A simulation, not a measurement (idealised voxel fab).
Process module name: voxel air gaps
Square cells of 5 nm make up the cross-section cut, whose width is 260 nm.
Cross-section format: a grid of square cells, given as bands from top to bottom; each band is one or more rows of cells.
The entry gives the band's vertical extent as a top height and a bottom height in nm, then its horizontal make-up as materials from left to right, each with a width in nm. "empty" stands for empty space; a single material marked "all across" fills the band edge to edge.
Ref level 0: as-received wafer is one material below here. Bottom band extends down with no lower bound ("0 and below").
The width entry "30 to 40" should be interpreted row by row: the top row of cells in the band takes the first number, the bottom row takes the second number, and the change between adjacent rows is uniform throughout.
Reading "nothing changed" for a step: not a cell of the cross-section changed in it.
Under "Enclosed internal voids" you'll find the enclosed gaps, the ones with no way out to the top, that are 8 cells or bigger; each reads width x height at distance, with distance counted from the left edge, everything in nm.
Formally, on a step line, whatever follows the settings is a remark that the simulator itself makes on the step.
The setting "overlay nm" may be written on the line of a step. When the step uses a mask, the value reports how far to the right of the planned place the mask lay, and a negative value reports that it lay to the left.
Quick note on how to read the rest: it's all pairs. You get the cross-section before a process step and the one after, but the after one only goes down as far as the lowest band that changed. The step in between, with its settings, sits under the pair. Heads up, the pairs can come from different runs of this module on the same starting wafer, so don't assume a pair picks up from the one above unless its "Before step" entry says it does.
BEFORE STEP
- 55 down to 15 = 40 nm lowk  30 nm empty  20 nm lowk  30 nm empty  20 nm lowk  30 nm empty  20 nm lowk  30 nm empty  40 nm lowk
- 15 down to 10 = SiCN all across
- 10 down to 0 = SiO2 all across
- 0 and below = Si all across
- Enclosed internal voids: none
POST-PROCESS VIEW
- 60 down to 55 = 45 nm TiN  20 nm empty  30 nm TiN  20 nm empty  30 nm TiN  20 nm empty  30 nm TiN  20 nm empty  45 nm TiN
- 55 down to 20 = 40 nm lowk  5 nm TiN  20 nm empty  5 nm TiN  20 nm lowk  5 nm TiN  20 nm empty  5 nm TiN  20 nm lowk  5 nm TiN  20 nm empty  5 nm TiN  20 nm lowk  5 nm TiN  20 nm empty  5 nm TiN  40 nm lowk
- 20 down to 15 = 40 nm lowk  30 nm TiN  20 nm lowk  30 nm TiN  20 nm lowk  30 nm TiN  20 nm lowk  30 nm TiN  40 nm lowk
- Under 15: no change, same as before.
- Enclosed internal voids: none
The two cross-sections above are separated by a single process step, namely CONFORMAL_DEP: material TiN, thk nm 5
Before step: identical to the post-step cross-section of the immediately preceding pair.
POST-PROCESS VIEW
- 65 down to 60 = W all across
- 60 down to 55 = 45 nm TiN  20 nm W  30 nm TiN  20 nm W  30 nm TiN  20 nm W  30 nm TiN  20 nm W  45 nm TiN
- 55 down to 20 = 40 nm lowk  5 nm TiN  20 nm W  5 nm TiN  20 nm lowk  5 nm TiN  20 nm W  5 nm TiN  20 nm lowk  5 nm TiN  20 nm W  5 nm TiN  20 nm lowk  5 nm TiN  20 nm W  5 nm TiN  40 nm lowk
- Under 20: no change, same as before.
- Enclosed internal voids: none
The two cross-sections above are separated by a single process step, namely FILL_DEP: material W, thk nm 5
Before step: identical to the post-step cross-section of the immediately preceding pair.
POST-PROCESS VIEW
- 55 down to 20 = 40 nm lowk  5 nm TiN  20 nm W  5 nm TiN  20 nm lowk  5 nm TiN  20 nm W  5 nm TiN  20 nm lowk  5 nm TiN  20 nm W  5 nm TiN  20 nm lowk  5 nm TiN  20 nm W  5 nm TiN  40 nm lowk
- Under 20: no change, same as before.
- Enclosed internal voids: none
The two cross-sections above are separated by a single process step, namely CMP: height nm 55
Before step: identical to the post-step cross-section of the immediately preceding pair.
POST-PROCESS VIEW
- 65 down to 55 = 30 nm empty  200 nm Ru  30 nm empty
- Under 55: no change, same as before.
- Enclosed internal voids: none
The two cross-sections above are separated by a single process step, namely EPI: material Ru, thk nm 10
Before step: identical to the post-step cross-section of the immediately preceding pair.
POST-PROCESS VIEW
- 65 down to 55 = 30 nm empty  200 nm Ru  30 nm empty
- 55 down to 20 = 40 nm empty  5 nm TiN  20 nm W  5 nm TiN  20 nm lowk  5 nm TiN  20 nm W  5 nm TiN  20 nm lowk  5 nm TiN  20 nm W  5 nm TiN  20 nm lowk  5 nm TiN  20 nm W  5 nm TiN  40 nm empty
- 20 down to 15 = 40 nm empty  30 nm TiN  20 nm lowk  30 nm TiN  20 nm lowk  30 nm TiN  20 nm lowk  30 nm TiN  40 nm empty
- Under 15: no change, same as before.
- Enclosed internal voids: none
The two cross-sections above are separated by a single process step, namely SELECTIVE_ETCH: etch materials lowk, depth nm 50
Before step: identical to the post-step cross-section of the immediately preceding pair.
POST-PROCESS VIEW
- 70 down to 65 = 25 nm empty  210 nm SiCN  25 nm empty
- 65 down to 55 = 25 nm empty  5 nm SiCN  200 nm Ru  5 nm SiCN  25 nm empty
- 55 down to 50 = 25 nm empty  15 nm SiCN  5 nm TiN  20 nm W  5 nm TiN  20 nm lowk  5 nm TiN  20 nm W  5 nm TiN  20 nm lowk  5 nm TiN  20 nm W  5 nm TiN  20 nm lowk  5 nm TiN  20 nm W  5 nm TiN  15 nm SiCN  25 nm empty
- 50 down to 20 = 35 nm empty  5 nm SiCN  5 nm TiN  20 nm W  5 nm TiN  20 nm lowk  5 nm TiN  20 nm W  5 nm TiN  20 nm lowk  5 nm TiN  20 nm W  5 nm TiN  20 nm lowk  5 nm TiN  20 nm W  5 nm TiN  5 nm SiCN  35 nm empty
- 20 down to 15 = 40 nm SiCN  30 nm TiN  20 nm lowk  30 nm TiN  20 nm lowk  30 nm TiN  20 nm lowk  30 nm TiN  40 nm SiCN
- Under 15: no change, same as before.
- Enclosed internal voids: none
The two cross-sections above are separated by a single process step, namely CONFORMAL_DEP: material SiCN, thk nm 5
BEFORE STEP
- 70 down to 55 = aC all across
- 55 down to 15 = lowk all across
- 15 down to 10 = SiCN all across
- 10 down to 0 = SiO2 all across
- 0 and below = Si all across
- Enclosed internal voids: none
POST-PROCESS VIEW
- 105 down to 70 = 45 nm resist  25 nm empty  25 nm resist  25 nm empty  25 nm resist  25 nm empty  25 nm resist  25 nm empty  40 nm resist
- Under 70: no change, same as before.
- Enclosed internal voids: none
The two cross-sections above are separated by a single process step, namely PATTERN: tone open, mask id LINES, material resist, width nm 25, pitch nm 50, thk nm 35, overlay nm 5
Before step: identical to the post-step cross-section of the immediately preceding pair.
POST-PROCESS VIEW
- 90 down to 70 = 45 nm resist  25 nm empty  25 nm resist  25 nm empty  25 nm resist  25 nm empty  25 nm resist  25 nm empty  40 nm resist
- 70 down to 55 = 45 nm aC  25 nm empty  25 nm aC  25 nm empty  25 nm aC  25 nm empty  25 nm aC  25 nm empty  40 nm aC
- Under 55: no change, same as before.
- Enclosed internal voids: none
The two cross-sections above are separated by a single process step, namely DIRECTIONAL_ETCH: etch materials aC, depth nm 15
Before step: identical to the post-step cross-section of the immediately preceding pair.
POST-PROCESS VIEW
- 70 down to 55 = 45 nm aC  25 nm empty  25 nm aC  25 nm empty  25 nm aC  25 nm empty  25 nm aC  25 nm empty  40 nm aC
- Under 55: no change, same as before.
- Enclosed internal voids: none
The two cross-sections above are separated by a single process step, namely STRIP: etch materials resist
Before step: identical to the post-step cross-section of the immediately preceding pair.
POST-PROCESS VIEW
- 70 down to 55 = 45 nm aC  25 nm empty  25 nm aC  25 nm empty  25 nm aC  25 nm empty  25 nm aC  25 nm empty  40 nm aC
- 55 down to 15 = 45 nm lowk  25 nm empty  25 nm lowk  25 nm empty  25 nm lowk  25 nm empty  25 nm lowk  25 nm empty  40 nm lowk
- Under 15: no change, same as before.
- Enclosed internal voids: none
The two cross-sections above are separated by a single process step, namely DIRECTIONAL_ETCH: etch materials lowk, depth nm 40
Before step: identical to the post-step cross-section of the immediately preceding pair.
POST-PROCESS VIEW
- 55 down to 15 = 45 nm lowk  25 nm empty  25 nm lowk  25 nm empty  25 nm lowk  25 nm empty  25 nm lowk  25 nm empty  40 nm lowk
- Under 15: no change, same as before.
- Enclosed internal voids: none
The two cross-sections above are separated by a single process step, namely STRIP: etch materials aC
Before step: identical to the post-step cross-section of the immediately preceding pair.
POST-PROCESS VIEW
- 60 down to 55 = 50 nm TiN  15 nm empty  35 nm TiN  15 nm empty  35 nm TiN  15 nm empty  35 nm TiN  15 nm empty  45 nm TiN
- 55 down to 20 = 45 nm lowk  5 nm TiN  15 nm empty  5 nm TiN  25 nm lowk  5 nm TiN  15 nm empty  5 nm TiN  25 nm lowk  5 nm TiN  15 nm empty  5 nm TiN  25 nm lowk  5 nm TiN  15 nm empty  5 nm TiN  40 nm lowk
- 20 down to 15 = 45 nm lowk  25 nm TiN  25 nm lowk  25 nm TiN  25 nm lowk  25 nm TiN  25 nm lowk  25 nm TiN  40 nm lowk
- Under 15: no change, same as before.
- Enclosed internal voids: none
The two cross-sections above are separated by a single process step, namely CONFORMAL_DEP: material TiN, thk nm 5
Before step: identical to the post-step cross-section of the immediately preceding pair.
POST-PROCESS VIEW
- 65 down to 60 = W all across
- 60 down to 55 = 50 nm TiN  15 nm W  35 nm TiN  15 nm W  35 nm TiN  15 nm W  35 nm TiN  15 nm W  45 nm TiN
- 55 down to 20 = 45 nm lowk  5 nm TiN  15 nm W  5 nm TiN  25 nm lowk  5 nm TiN  15 nm W  5 nm TiN  25 nm lowk  5 nm TiN  15 nm W  5 nm TiN  25 nm lowk  5 nm TiN  15 nm W  5 nm TiN  40 nm lowk
- Under 20: no change, same as before.
- Enclosed internal voids: none
The two cross-sections above are separated by a single process step, namely FILL_DEP: material W, thk nm 5
Before step: identical to the post-step cross-section of the immediately preceding pair.
POST-PROCESS VIEW
- 55 down to 20 = 45 nm lowk  5 nm TiN  15 nm W  5 nm TiN  25 nm lowk  5 nm TiN  15 nm W  5 nm TiN  25 nm lowk  5 nm TiN  15 nm W  5 nm TiN  25 nm lowk  5 nm TiN  15 nm W  5 nm TiN  40 nm lowk
- Under 20: no change, same as before.
- Enclosed internal voids: none
The two cross-sections above are separated by a single process step, namely CMP: height nm 55
Before step: identical to the post-step cross-section of the immediately preceding pair.
POST-PROCESS VIEW
- 65 down to 55 = 35 nm empty  45 nm Ru  5 nm empty  45 nm Ru  5 nm empty  45 nm Ru  5 nm empty  45 nm Ru  30 nm empty
- Under 55: no change, same as before.
- Enclosed internal voids: none
The two cross-sections above are separated by a single process step, namely EPI: material Ru, thk nm 10
Before step: identical to the post-step cross-section of the immediately preceding pair.
POST-PROCESS VIEW
- 65 down to 55 = 35 nm empty  45 nm Ru  5 nm empty  45 nm Ru  5 nm empty  45 nm Ru  5 nm empty  45 nm Ru  30 nm empty
- 55 down to 20 = 45 nm empty  5 nm TiN  15 nm W  5 nm TiN  25 nm empty  5 nm TiN  15 nm W  5 nm TiN  25 nm empty  5 nm TiN  15 nm W  5 nm TiN  25 nm empty  5 nm TiN  15 nm W  5 nm TiN  40 nm empty
- 20 down to 15 = 45 nm empty  25 nm TiN  25 nm empty  25 nm TiN  25 nm empty  25 nm TiN  25 nm empty  25 nm TiN  40 nm empty
- Under 15: no change, same as before.
- Enclosed internal voids: none
The two cross-sections above are separated by a single process step, namely SELECTIVE_ETCH: etch materials lowk, depth nm 50
Before step: identical to the post-step cross-section of the immediately preceding pair.
POST-PROCESS VIEW
- 70 down to 65 = 30 nm empty  205 nm SiCN  25 nm empty
- 65 down to 55 = 30 nm empty  5 nm SiCN  45 nm Ru  5 nm SiCN  45 nm Ru  5 nm SiCN  45 nm Ru  5 nm SiCN  45 nm Ru  5 nm SiCN  25 nm empty
- 55 down to 50 = 30 nm empty  15 nm SiCN  5 nm TiN  15 nm W  5 nm TiN  25 nm SiCN  5 nm TiN  15 nm W  5 nm TiN  25 nm SiCN  5 nm TiN  15 nm W  5 nm TiN  25 nm SiCN  5 nm TiN  15 nm W  5 nm TiN  15 nm SiCN  25 nm empty
- 50 down to 20 = 40 nm empty  5 nm SiCN  5 nm TiN  15 nm W  5 nm TiN  5 nm SiCN  15 nm empty  5 nm SiCN  5 nm TiN  15 nm W  5 nm TiN  5 nm SiCN  15 nm empty  5 nm SiCN  5 nm TiN  15 nm W  5 nm TiN  5 nm SiCN  15 nm empty  5 nm SiCN  5 nm TiN  15 nm W  5 nm TiN  5 nm SiCN  35 nm empty
- 20 down to 15 = 45 nm SiCN  25 nm TiN  25 nm SiCN  25 nm TiN  25 nm SiCN  25 nm TiN  25 nm SiCN  25 nm TiN  40 nm SiCN
- Under 15: no change, same as before.
- Enclosed internal voids: 15 x 30 at 75; 15 x 30 at 125; 15 x 30 at 175
The two cross-sections above are separated by a single process step, namely CONFORMAL_DEP: material SiCN, thk nm 5
BEFORE STEP
- 0 and below = Si all across
- Enclosed internal voids: none
POST-PROCESS VIEW
- 10 down to 0 = TiN all across
- Under 0: no change, same as before.
- Enclosed internal voids: none
The two cross-sections above are separated by a single process step, namely CONFORMAL_DEP: material TiN, thk nm 10
Before step: identical to the post-step cross-section of the immediately preceding pair.
POST-PROCESS VIEW
- 15 down to 10 = SiCN all across
- Under 10: no change, same as before.
- Enclosed internal voids: none
The two cross-sections above are separated by a single process step, namely CONFORMAL_DEP: material SiCN, thk nm 5
Before step: identical to the post-step cross-section of the immediately preceding pair.
POST-PROCESS VIEW
- 55 down to 15 = lowk all across
- Under 15: no change, same as before.
- Enclosed internal voids: none
The two cross-sections above are separated by a single process step, namely DIRECTIONAL_DEP: material lowk, thk nm 40
Before step: identical to the post-step cross-section of the immediately preceding pair.
POST-PROCESS VIEW
- 70 down to 55 = aC all across
- Under 55: no change, same as before.
- Enclosed internal voids: none
The two cross-sections above are separated by a single process step, namely DIRECTIONAL_DEP: material aC, thk nm 15
Before step: identical to the post-step cross-section of the immediately preceding pair.
POST-PROCESS VIEW
- 105 down to 70 = 40 nm resist  25 nm empty  25 nm resist  25 nm empty  25 nm resist  25 nm empty  25 nm resist  25 nm empty  45 nm resist
- Under 70: no change, same as before.
- Enclosed internal voids: none
The two cross-sections above are separated by a single process step, namely PATTERN: tone open, mask id LINES, material resist, width nm 25, pitch nm 50, thk nm 35, overlay nm 0
Before step: identical to the post-step cross-section of the immediately preceding pair.
POST-PROCESS VIEW
- 90 down to 70 = 40 nm resist  25 nm empty  25 nm resist  25 nm empty  25 nm resist  25 nm empty  25 nm resist  25 nm empty  45 nm resist
- 70 down to 55 = 40 nm aC  25 nm empty  25 nm aC  25 nm empty  25 nm aC  25 nm empty  25 nm aC  25 nm empty  45 nm aC
- Under 55: no change, same as before.
- Enclosed internal voids: none
The two cross-sections above are separated by a single process step, namely DIRECTIONAL_ETCH: etch materials aC, depth nm 15
Before step: identical to the post-step cross-section of the immediately preceding pair.
POST-PROCESS VIEW
- 70 down to 55 = 40 nm aC  25 nm empty  25 nm aC  25 nm empty  25 nm aC  25 nm empty  25 nm aC  25 nm empty  45 nm aC
- Under 55: no change, same as before.
- Enclosed internal voids: none
The two cross-sections above are separated by a single process step, namely STRIP: etch materials resist
Before step: identical to the post-step cross-section of the immediately preceding pair.
POST-PROCESS VIEW
- 70 down to 55 = 40 nm aC  25 nm empty  25 nm aC  25 nm empty  25 nm aC  25 nm empty  25 nm aC  25 nm empty  45 nm aC
- 55 down to 15 = 40 nm lowk  25 nm empty  25 nm lowk  25 nm empty  25 nm lowk  25 nm empty  25 nm lowk  25 nm empty  45 nm lowk
- Under 15: no change, same as before.
- Enclosed internal voids: none
The two cross-sections above are separated by a single process step, namely DIRECTIONAL_ETCH: etch materials lowk, depth nm 40
Before step: identical to the post-step cross-section of the immediately preceding pair.
POST-PROCESS VIEW
- 55 down to 15 = 40 nm lowk  25 nm empty  25 nm lowk  25 nm empty  25 nm lowk  25 nm empty  25 nm lowk  25 nm empty  45 nm lowk
- Under 15: no change, same as before.
- Enclosed internal voids: none
The two cross-sections above are separated by a single process step, namely STRIP: etch materials aC
Before step: identical to the post-step cross-section of the immediately preceding pair.
POST-PROCESS VIEW
- 60 down to 55 = 45 nm TiN  15 nm empty  35 nm TiN  15 nm empty  35 nm TiN  15 nm empty  35 nm TiN  15 nm empty  50 nm TiN
- 55 down to 20 = 40 nm lowk  5 nm TiN  15 nm empty  5 nm TiN  25 nm lowk  5 nm TiN  15 nm empty  5 nm TiN  25 nm lowk  5 nm TiN  15 nm empty  5 nm TiN  25 nm lowk  5 nm TiN  15 nm empty  5 nm TiN  45 nm lowk
- 20 down to 15 = 40 nm lowk  25 nm TiN  25 nm lowk  25 nm TiN  25 nm lowk  25 nm TiN  25 nm lowk  25 nm TiN  45 nm lowk
- Under 15: no change, same as before.
- Enclosed internal voids: none
The two cross-sections above are separated by a single process step, namely CONFORMAL_DEP: material TiN, thk nm 5
Before step: identical to the post-step cross-section of the immediately preceding pair.
POST-PROCESS VIEW
- 65 down to 60 = W all across
- 60 down to 55 = 45 nm TiN  15 nm W  35 nm TiN  15 nm W  35 nm TiN  15 nm W  35 nm TiN  15 nm W  50 nm TiN
- 55 down to 20 = 40 nm lowk  5 nm TiN  15 nm W  5 nm TiN  25 nm lowk  5 nm TiN  15 nm W  5 nm TiN  25 nm lowk  5 nm TiN  15 nm W  5 nm TiN  25 nm lowk  5 nm TiN  15 nm W  5 nm TiN  45 nm lowk
- Under 20: no change, same as before.
- Enclosed internal voids: none
The two cross-sections above are separated by a single process step, namely FILL_DEP: material W, thk nm 5
Before step: identical to the post-step cross-section of the immediately preceding pair.
POST-PROCESS VIEW
- 55 down to 20 = 40 nm lowk  5 nm TiN  15 nm W  5 nm TiN  25 nm lowk  5 nm TiN  15 nm W  5 nm TiN  25 nm lowk  5 nm TiN  15 nm W  5 nm TiN  25 nm lowk  5 nm TiN  15 nm W  5 nm TiN  45 nm lowk
- Under 20: no change, same as before.
- Enclosed internal voids: none
The two cross-sections above are separated by a single process step, namely CMP: height nm 55
Before step: identical to the post-step cross-section of the immediately preceding pair.
POST-PROCESS VIEW
- 65 down to 55 = 30 nm empty  45 nm Ru  5 nm empty  45 nm Ru  5 nm empty  45 nm Ru  5 nm empty  45 nm Ru  35 nm empty
- Under 55: no change, same as before.
- Enclosed internal voids: none
The two cross-sections above are separated by a single process step, namely EPI: material Ru, thk nm 10
Before step: identical to the post-step cross-section of the immediately preceding pair.
POST-PROCESS VIEW
- 65 down to 55 = 30 nm empty  45 nm Ru  5 nm empty  45 nm Ru  5 nm empty  45 nm Ru  5 nm empty  45 nm Ru  35 nm empty
- 55 down to 20 = 40 nm empty  5 nm TiN  15 nm W  5 nm TiN  25 nm empty  5 nm TiN  15 nm W  5 nm TiN  25 nm empty  5 nm TiN  15 nm W  5 nm TiN  25 nm empty  5 nm TiN  15 nm W  5 nm TiN  45 nm empty
- 20 down to 15 = 40 nm empty  25 nm TiN  25 nm empty  25 nm TiN  25 nm empty  25 nm TiN  25 nm empty  25 nm TiN  45 nm empty
- Under 15: no change, same as before.
- Enclosed internal voids: none
The two cross-sections above are separated by a single process step, namely SELECTIVE_ETCH: etch materials lowk, depth nm 50
Before step: identical to the post-step cross-section of the immediately preceding pair.
POST-PROCESS VIEW
- 70 down to 65 = 25 nm empty  205 nm SiCN  30 nm empty
- 65 down to 55 = 25 nm empty  5 nm SiCN  45 nm Ru  5 nm SiCN  45 nm Ru  5 nm SiCN  45 nm Ru  5 nm SiCN  45 nm Ru  5 nm SiCN  30 nm empty
- 55 down to 50 = 25 nm empty  15 nm SiCN  5 nm TiN  15 nm W  5 nm TiN  25 nm SiCN  5 nm TiN  15 nm W  5 nm TiN  25 nm SiCN  5 nm TiN  15 nm W  5 nm TiN  25 nm SiCN  5 nm TiN  15 nm W  5 nm TiN  15 nm SiCN  30 nm empty
- 50 down to 20 = 35 nm empty  5 nm SiCN  5 nm TiN  15 nm W  5 nm TiN  5 nm SiCN  15 nm empty  5 nm SiCN  5 nm TiN  15 nm W  5 nm TiN  5 nm SiCN  15 nm empty  5 nm SiCN  5 nm TiN  15 nm W  5 nm TiN  5 nm SiCN  15 nm empty  5 nm SiCN  5 nm TiN  15 nm W  5 nm TiN  5 nm SiCN  40 nm empty
- 20 down to 15 = 40 nm SiCN  25 nm TiN  25 nm SiCN  25 nm TiN  25 nm SiCN  25 nm TiN  25 nm SiCN  25 nm TiN  45 nm SiCN
- Under 15: no change, same as before.
- Enclosed internal voids: 15 x 30 at 70; 15 x 30 at 120; 15 x 30 at 170
The two cross-sections above are separated by a single process step, namely CONFORMAL_DEP: material SiCN, thk nm 5
BEFORE STEP
- 70 down to 55 = aC all across
- 55 down to 15 = lowk all across
- 15 down to 10 = SiCN all across
- 10 down to 0 = SiO2 all across
- 0 and below = Si all across
- Enclosed internal voids: none
POST-PROCESS VIEW
- 105 down to 70 = 40 nm empty  25 nm resist  25 nm empty  25 nm resist  25 nm empty  25 nm resist  25 nm empty  25 nm resist  45 nm empty
- Under 70: no change, same as before.
- Enclosed internal voids: none
The two cross-sections above are separated by a single process step, namely PATTERN: tone cover, mask id LINES, material resist, width nm 25, pitch nm 50, thk nm 35, overlay nm 0
Before step: identical to the post-step cross-section of the immediately preceding pair.
POST-PROCESS VIEW
- 90 down to 70 = 40 nm empty  25 nm resist  25 nm empty  25 nm resist  25 nm empty  25 nm resist  25 nm empty  25 nm resist  45 nm empty
- 70 down to 55 = 40 nm empty  25 nm aC  25 nm empty  25 nm aC  25 nm empty  25 nm aC  25 nm empty  25 nm aC  45 nm empty
- Under 55: no change, same as before.
- Enclosed internal voids: none
The two cross-sections above are separated by a single process step, namely DIRECTIONAL_ETCH: etch materials aC, depth nm 15
Before step: identical to the post-step cross-section of the immediately preceding pair.
POST-PROCESS VIEW
- 70 down to 55 = 40 nm empty  25 nm aC  25 nm empty  25 nm aC  25 nm empty  25 nm aC  25 nm empty  25 nm aC  45 nm empty
- Under 55: no change, same as before.
- Enclosed internal voids: none
The two cross-sections above are separated by a single process step, namely STRIP: etch materials resist
Before step: identical to the post-step cross-section of the immediately preceding pair.
POST-PROCESS VIEW
- 70 down to 55 = 40 nm empty  25 nm aC  25 nm empty  25 nm aC  25 nm empty  25 nm aC  25 nm empty  25 nm aC  45 nm empty
- 55 down to 15 = 40 nm empty  25 nm lowk  25 nm empty  25 nm lowk  25 nm empty  25 nm lowk  25 nm empty  25 nm lowk  45 nm empty
- Under 15: no change, same as before.
- Enclosed internal voids: none
The two cross-sections above are separated by a single process step, namely DIRECTIONAL_ETCH: etch materials lowk, depth nm 40
Before step: identical to the post-step cross-section of the immediately preceding pair.
POST-PROCESS VIEW
- 55 down to 15 = 40 nm empty  25 nm lowk  25 nm empty  25 nm lowk  25 nm empty  25 nm lowk  25 nm empty  25 nm lowk  45 nm empty
- Under 15: no change, same as before.
- Enclosed internal voids: none
The two cross-sections above are separated by a single process step, namely STRIP: etch materials aC
Before step: identical to the post-step cross-section of the immediately preceding pair.
POST-PROCESS VIEW
- 60 down to 55 = 35 nm empty  35 nm TiN  15 nm empty  35 nm TiN  15 nm empty  35 nm TiN  15 nm empty  35 nm TiN  40 nm empty
- 55 down to 20 = 35 nm empty  5 nm TiN  25 nm lowk  5 nm TiN  15 nm empty  5 nm TiN  25 nm lowk  5 nm TiN  15 nm empty  5 nm TiN  25 nm lowk  5 nm TiN  15 nm empty  5 nm TiN  25 nm lowk  5 nm TiN  40 nm empty
- 20 down to 15 = 40 nm TiN  25 nm lowk  25 nm TiN  25 nm lowk  25 nm TiN  25 nm lowk  25 nm TiN  25 nm lowk  45 nm TiN
- Under 15: no change, same as before.
- Enclosed internal voids: none
The two cross-sections above are separated by a single process step, namely CONFORMAL_DEP: material TiN, thk nm 5
Before step: identical to the post-step cross-section of the immediately preceding pair.
POST-PROCESS VIEW
- 65 down to 60 = W all across
- 60 down to 55 = 35 nm W  35 nm TiN  15 nm W  35 nm TiN  15 nm W  35 nm TiN  15 nm W  35 nm TiN  40 nm W
- 55 down to 20 = 35 nm W  5 nm TiN  25 nm lowk  5 nm TiN  15 nm W  5 nm TiN  25 nm lowk  5 nm TiN  15 nm W  5 nm TiN  25 nm lowk  5 nm TiN  15 nm W  5 nm TiN  25 nm lowk  5 nm TiN  40 nm W
- Under 20: no change, same as before.
- Enclosed internal voids: none
The two cross-sections above are separated by a single process step, namely FILL_DEP: material W, thk nm 5
Before step: identical to the post-step cross-section of the immediately preceding pair.
POST-PROCESS VIEW
- 55 down to 20 = 35 nm W  5 nm TiN  25 nm lowk  5 nm TiN  15 nm W  5 nm TiN  25 nm lowk  5 nm TiN  15 nm W  5 nm TiN  25 nm lowk  5 nm TiN  15 nm W  5 nm TiN  25 nm lowk  5 nm TiN  40 nm W
- Under 20: no change, same as before.
- Enclosed internal voids: none
The two cross-sections above are separated by a single process step, namely CMP: height nm 55
Before step: identical to the post-step cross-section of the immediately preceding pair.
POST-PROCESS VIEW
- 65 down to 55 = 50 nm Ru  5 nm empty  45 nm Ru  5 nm empty  45 nm Ru  5 nm empty  45 nm Ru  5 nm empty  55 nm Ru
- Under 55: no change, same as before.
- Enclosed internal voids: none
The two cross-sections above are separated by a single process step, namely EPI: material Ru, thk nm 10
Before step: identical to the post-step cross-section of the immediately preceding pair.
POST-PROCESS VIEW
- 65 down to 55 = 50 nm Ru  5 nm empty  45 nm Ru  5 nm empty  45 nm Ru  5 nm empty  45 nm Ru  5 nm empty  55 nm Ru
- 55 down to 20 = 35 nm W  5 nm TiN  25 nm empty  5 nm TiN  15 nm W  5 nm TiN  25 nm empty  5 nm TiN  15 nm W  5 nm TiN  25 nm empty  5 nm TiN  15 nm W  5 nm TiN  25 nm empty  5 nm TiN  40 nm W
- 20 down to 15 = 40 nm TiN  25 nm empty  25 nm TiN  25 nm empty  25 nm TiN  25 nm empty  25 nm TiN  25 nm empty  45 nm TiN
- Under 15: no change, same as before.
- Enclosed internal voids: none
The two cross-sections above are separated by a single process step, namely SELECTIVE_ETCH: etch materials lowk, depth nm 50
Before step: identical to the post-step cross-section of the immediately preceding pair.
POST-PROCESS VIEW
- 70 down to 65 = SiCN all across
- 65 down to 55 = 50 nm Ru  5 nm SiCN  45 nm Ru  5 nm SiCN  45 nm Ru  5 nm SiCN  45 nm Ru  5 nm SiCN  55 nm Ru
- 55 down to 50 = 35 nm W  5 nm TiN  25 nm SiCN  5 nm TiN  15 nm W  5 nm TiN  25 nm SiCN  5 nm TiN  15 nm W  5 nm TiN  25 nm SiCN  5 nm TiN  15 nm W  5 nm TiN  25 nm SiCN  5 nm TiN  40 nm W
- 50 down to 20 = 35 nm W  5 nm TiN  5 nm SiCN  15 nm empty  5 nm SiCN  5 nm TiN  15 nm W  5 nm TiN  5 nm SiCN  15 nm empty  5 nm SiCN  5 nm TiN  15 nm W  5 nm TiN  5 nm SiCN  15 nm empty  5 nm SiCN  5 nm TiN  15 nm W  5 nm TiN  5 nm SiCN  15 nm empty  5 nm SiCN  5 nm TiN  40 nm W
- 20 down to 15 = 40 nm TiN  25 nm SiCN  25 nm TiN  25 nm SiCN  25 nm TiN  25 nm SiCN  25 nm TiN  25 nm SiCN  45 nm TiN
- Under 15: no change, same as before.
- Enclosed internal voids: 15 x 30 at 45; 15 x 30 at 95; 15 x 30 at 145; 15 x 30 at 195
The two cross-sections above are separated by a single process step, namely CONFORMAL_DEP: material SiCN, thk nm 5
